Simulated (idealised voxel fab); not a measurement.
Title: Process Module voxel self aligned contacts
Displayed cross-section: cut, width of 170 nm, square cells sized 5 nm.
Format of a cross-section: grid, square cells. Given as bands. Order: top down. Band: one or more rows of cells. For a band, the entry starts with two heights in nm, that of the top and then that of the bottom, and carries on with the band's materials in order from left to right, each alongside its width in nm; the word "everywhere" beside a single material means it fills the band edge to edge, and "blank" means empty space. Heights are expressed relative to 0, this being the level below which the as-received wafer comprises one material exclusively. The lowest band is unbounded in the downward direction and is denoted as in "0 down". Graded width ("30 to 40"): value in top row of band = first number; value in bottom row = second number; row-to-row change constant. "changes: none" -> step changed no cross-section cell. In "Completely enclosed voids" the enclosed voids are listed, meaning empty spaces of 8 cells or larger without any opening to the top. The form is width x height at distance, distance from the left edge, units nm. Note: text after step settings on the step line = simulator remark on that step. "overlay nm" denotes, for a step that has a mask, the displacement of the mask to the right of its planned place, with negative values corresponding to the left.

THE PROCESS STEPS THAT WERE PLANNED ARE LISTED BELOW
step 1: RECEIVE, material Si
step 2: CONFORMAL_DEP, material SiO2, thk nm 5
step 3: DIRECTIONAL_DEP, material polySi, thk nm 25
step 4: DIRECTIONAL_DEP, material SiN, thk nm 20
step 5: PATTERN, tone cover, mask id GATE, material resist, width nm 35, pitch nm 70, thk nm 15, overlay nm 0
step 6: DIRECTIONAL_ETCH, etch materials SiN, depth nm 20
step 7: DIRECTIONAL_ETCH, etch materials polySi, depth nm 25
step 8: STRIP, etch materials resist
step 9: CONFORMAL_DEP, material SiN, thk nm 10
step 10: DIRECTIONAL_ETCH, etch materials SiN, depth nm 10
step 11: FILL_DEP, material SiO2, thk nm 20
step 12: CMP, height nm 60
step 13: PATTERN, tone open, mask id CONTACT, material resist, width nm 55, thk nm 15, overlay nm 0
step 14: DIRECTIONAL_ETCH, etch materials SiO2, depth nm 60
step 15: STRIP, etch materials resist
step 16: CONFORMAL_DEP, material TiN, thk nm 5
step 17: FILL_DEP, material Ru, thk nm 10
step 18: CMP, height nm 60
step 19: CONFORMAL_DEP, material SiCN, thk nm 5

THE FOLLOWING PERTAINS TO THE FIRST OF TWO WAFERS, WHICH WAS PROCESSED AS PLANNED

DELIVERED WAFER IN CROSS-SECTION: STATE AFTER STEP 1
> 0 down  Si everywhere
> Completely enclosed voids: none

STEP 2 COMPLETE: CROSS-SECTION THROUGH THE WAFER
> 5 to 0  SiO2 everywhere
> All layers under 0 are left as they were.

STEP 3 COMPLETE: CROSS-SECTION THROUGH THE WAFER
> 30 to 5  polySi everywhere
> All layers under 5 are left as they were.

STEP 4 COMPLETE: CROSS-SECTION THROUGH THE WAFER
> 50 to 30  SiN everywhere
> All layers under 30 are left as they were.

STEP 5 COMPLETE: CROSS-SECTION THROUGH THE WAFER
> 65 to 50  blank=30, then resist=35, then blank=35, then resist=35, then blank=35
> All layers under 50 are left as they were.

STEP 6 COMPLETE: CROSS-SECTION THROUGH THE WAFER
> 65 to 50  blank=30, then resist=35, then blank=35, then resist=35, then blank=35
> 50 to 30  blank=30, then SiN=35, then blank=35, then SiN=35, then blank=35
> All layers under 30 are left as they were.

STEP 7 COMPLETE: CROSS-SECTION THROUGH THE WAFER
> 65 to 50  blank=30, then resist=35, then blank=35, then resist=35, then blank=35
> 50 to 30  blank=30, then SiN=35, then blank=35, then SiN=35, then blank=35
> 30 to 5  blank=30, then polySi=35, then blank=35, then polySi=35, then blank=35
> All layers under 5 are left as they were.

STEP 8 COMPLETE: CROSS-SECTION THROUGH THE WAFER
> 50 to 30  blank=30, then SiN=35, then blank=35, then SiN=35, then blank=35
> All layers under 30 are left as they were.

STEP 9 COMPLETE: CROSS-SECTION THROUGH THE WAFER
> 60 to 30  blank=20, then SiN=55, then blank=15, then SiN=55, then blank=25
> 30 to 15  blank=20, then SiN=10, then polySi=35, then SiN=10, then blank=15, then SiN=10, then polySi=35, then SiN=10, then blank=25
> 15 to 5  SiN=30, then polySi=35, then SiN=35, then polySi=35, then SiN=35
> All layers under 5 are left as they were.

STEP 10 COMPLETE: CROSS-SECTION THROUGH THE WAFER
> 50 to 30  blank=20, then SiN=55, then blank=15, then SiN=55, then blank=25
> 30 to 5  blank=20, then SiN=10, then polySi=35, then SiN=10, then blank=15, then SiN=10, then polySi=35, then SiN=10, then blank=25
> All layers under 5 are left as they were.

STEP 11 COMPLETE: CROSS-SECTION THROUGH THE WAFER
> 70 to 50  SiO2 everywhere
> 50 to 30  SiO2=20, then SiN=55, then SiO2=15, then SiN=55, then SiO2=25
> 30 to 5  SiO2=20, then SiN=10, then polySi=35, then SiN=10, then SiO2=15, then SiN=10, then polySi=35, then SiN=10, then SiO2=25
> All layers under 5 are left as they were.

STEP 12 COMPLETE: CROSS-SECTION THROUGH THE WAFER
> 60 to 50  SiO2 everywhere
> All layers under 50 are left as they were.

STEP 13 COMPLETE: CROSS-SECTION THROUGH THE WAFER
> 75 to 60  resist=55, then blank=55, then resist=60
> All layers under 60 are left as they were.

STEP 14 COMPLETE: CROSS-SECTION THROUGH THE WAFER
> 75 to 60  resist=55, then blank=55, then resist=60
> 60 to 50  SiO2=55, then blank=55, then SiO2=60
> 50 to 30  SiO2=20, then SiN=55, then blank=15, then SiN=55, then SiO2=25
> 30 to 5  SiO2=20, then SiN=10, then polySi=35, then SiN=10, then blank=15, then SiN=10, then polySi=35, then SiN=10, then SiO2=25
> 5 to 0  SiO2=75, then blank=15, then SiO2=80
> All layers under 0 are left as they were.

STEP 15 COMPLETE: CROSS-SECTION THROUGH THE WAFER
> 60 to 50  SiO2=55, then blank=55, then SiO2=60
> All layers under 50 are left as they were.

STEP 16 COMPLETE: CROSS-SECTION THROUGH THE WAFER
> 65 to 60  TiN=60, then blank=45, then TiN=65
> 60 to 50  SiO2=55, then TiN=5 to 25, then blank=45 to 5, then TiN=5 to 25, then SiO2=60
> 50 to 30  SiO2=20, then SiN=55, then TiN=5, then blank=5, then TiN=5, then SiN=55, then SiO2=25
> 30 to 5  SiO2=20, then SiN=10, then polySi=35, then SiN=10, then TiN=5, then blank=5, then TiN=5, then SiN=10, then polySi=35, then SiN=10, then SiO2=25
> 5 to 0  SiO2=75, then TiN=15, then SiO2=80
> All layers under 0 are left as they were.

STEP 17 COMPLETE: CROSS-SECTION THROUGH THE WAFER
> 75 to 65  Ru everywhere
> 65 to 60  TiN=60, then Ru=45, then TiN=65
> 60 to 50  SiO2=55, then TiN=5 to 25, then Ru=45 to 5, then TiN=5 to 25, then SiO2=60
> 50 to 30  SiO2=20, then SiN=55, then TiN=5, then Ru=5, then TiN=5, then SiN=55, then SiO2=25
> 30 to 5  SiO2=20, then SiN=10, then polySi=35, then SiN=10, then TiN=5, then Ru=5, then TiN=5, then SiN=10, then polySi=35, then SiN=10, then SiO2=25
> All layers under 5 are left as they were.

STEP 18 COMPLETE: CROSS-SECTION THROUGH THE WAFER
> 60 to 50  SiO2=55, then TiN=5 to 25, then Ru=45 to 5, then TiN=5 to 25, then SiO2=60
> All layers under 50 are left as they were.

STEP 19 COMPLETE: CROSS-SECTION THROUGH THE WAFER
> 65 to 60  SiCN everywhere
> All layers under 60 are left as they were.

THE REMAINING WAFER, SECOND OF THE TWO, STARTED LIKE THE FIRST AND WAS RUN TO THE SAME PLAN, EXCEPT THAT ONE MISTAKE WAS MADE ALONG THE WAY; THE TWO COINCIDE THROUGH STEP 3, INCLUSIVE

SECOND WAFER, CUT VIEW, END OF STEP 4 PER PLAN
> 60 to 30  SiN everywhere
> All layers under 30 are left as they were.

SECOND WAFER, CUT VIEW, END OF STEP 5 PER PLAN
> 75 to 60  blank=30, then resist=35, then blank=35, then resist=35, then blank=35
> All layers under 60 are left as they were.

SECOND WAFER, CUT VIEW, END OF STEP 6 PER PLAN
> 75 to 60  blank=30, then resist=35, then blank=35, then resist=35, then blank=35
> 60 to 40  blank=30, then SiN=35, then blank=35, then SiN=35, then blank=35
> All layers under 40 are left as they were.

Second wafer, cut view, end of step 7 per plan: changes: none

SECOND WAFER, CUT VIEW, END OF STEP 8 PER PLAN
> 60 to 40  blank=30, then SiN=35, then blank=35, then SiN=35, then blank=35
> All layers under 40 are left as they were.

SECOND WAFER, CUT VIEW, END OF STEP 9 PER PLAN
> 70 to 50  blank=20, then SiN=55, then blank=15, then SiN=55, then blank=25
> 50 to 30  SiN everywhere
> All layers under 30 are left as they were.

SECOND WAFER, CUT VIEW, END OF STEP 10 PER PLAN
> 60 to 40  blank=20, then SiN=55, then blank=15, then SiN=55, then blank=25
> All layers under 40 are left as they were.

SECOND WAFER, CUT VIEW, END OF STEP 11 PER PLAN
> 80 to 60  SiO2 everywhere
> 60 to 40  SiO2=20, then SiN=55, then SiO2=15, then SiN=55, then SiO2=25
> All layers under 40 are left as they were.

SECOND WAFER, CUT VIEW, END OF STEP 12 PER PLAN
> 60 to 40  SiO2=20, then SiN=55, then SiO2=15, then SiN=55, then SiO2=25
> All layers under 40 are left as they were.

SECOND WAFER, CUT VIEW, END OF STEP 13 PER PLAN
> 75 to 60  resist=55, then blank=55, then resist=60
> All layers under 60 are left as they were.

SECOND WAFER, CUT VIEW, END OF STEP 14 PER PLAN
> 75 to 60  resist=55, then blank=55, then resist=60
> 60 to 40  SiO2=20, then SiN=55, then blank=15, then SiN=55, then SiO2=25
> All layers under 40 are left as they were.

SECOND WAFER, CUT VIEW, END OF STEP 15 PER PLAN
> 60 to 40  SiO2=20, then SiN=55, then blank=15, then SiN=55, then SiO2=25
> All layers under 40 are left as they were.

SECOND WAFER, CUT VIEW, END OF STEP 16 PER PLAN
> 65 to 60  TiN=80, then blank=5, then TiN=85
> 60 to 45  SiO2=20, then SiN=55, then TiN=5, then blank=5, then TiN=5, then SiN=55, then SiO2=25
> 45 to 40  SiO2=20, then SiN=55, then TiN=15, then SiN=55, then SiO2=25
> All layers under 40 are left as they were.

SECOND WAFER, CUT VIEW, END OF STEP 17 PER PLAN
> 75 to 65  Ru everywhere
> 65 to 60  TiN=80, then Ru=5, then TiN=85
> 60 to 45  SiO2=20, then SiN=55, then TiN=5, then Ru=5, then TiN=5, then SiN=55, then SiO2=25
> All layers under 45 are left as they were.

SECOND WAFER, CUT VIEW, END OF STEP 18 PER PLAN
> 60 to 45  SiO2=20, then SiN=55, then TiN=5, then Ru=5, then TiN=5, then SiN=55, then SiO2=25
> All layers under 45 are left as they were.

SECOND WAFER, CUT VIEW, END OF STEP 19 PER PLAN
> 65 to 60  SiCN everywhere
> All layers under 60 are left as they were.
Deviation from plan: off-plan run, step 4, actual operation and settings DIRECTIONAL_DEP, material SiN, thk nm 30
Final tally in cells, some materials are higher or lower on the second wafer than on the first: -16 Ru; +28 SiN; -88 SiO2; -24 TiN; +100 polySi
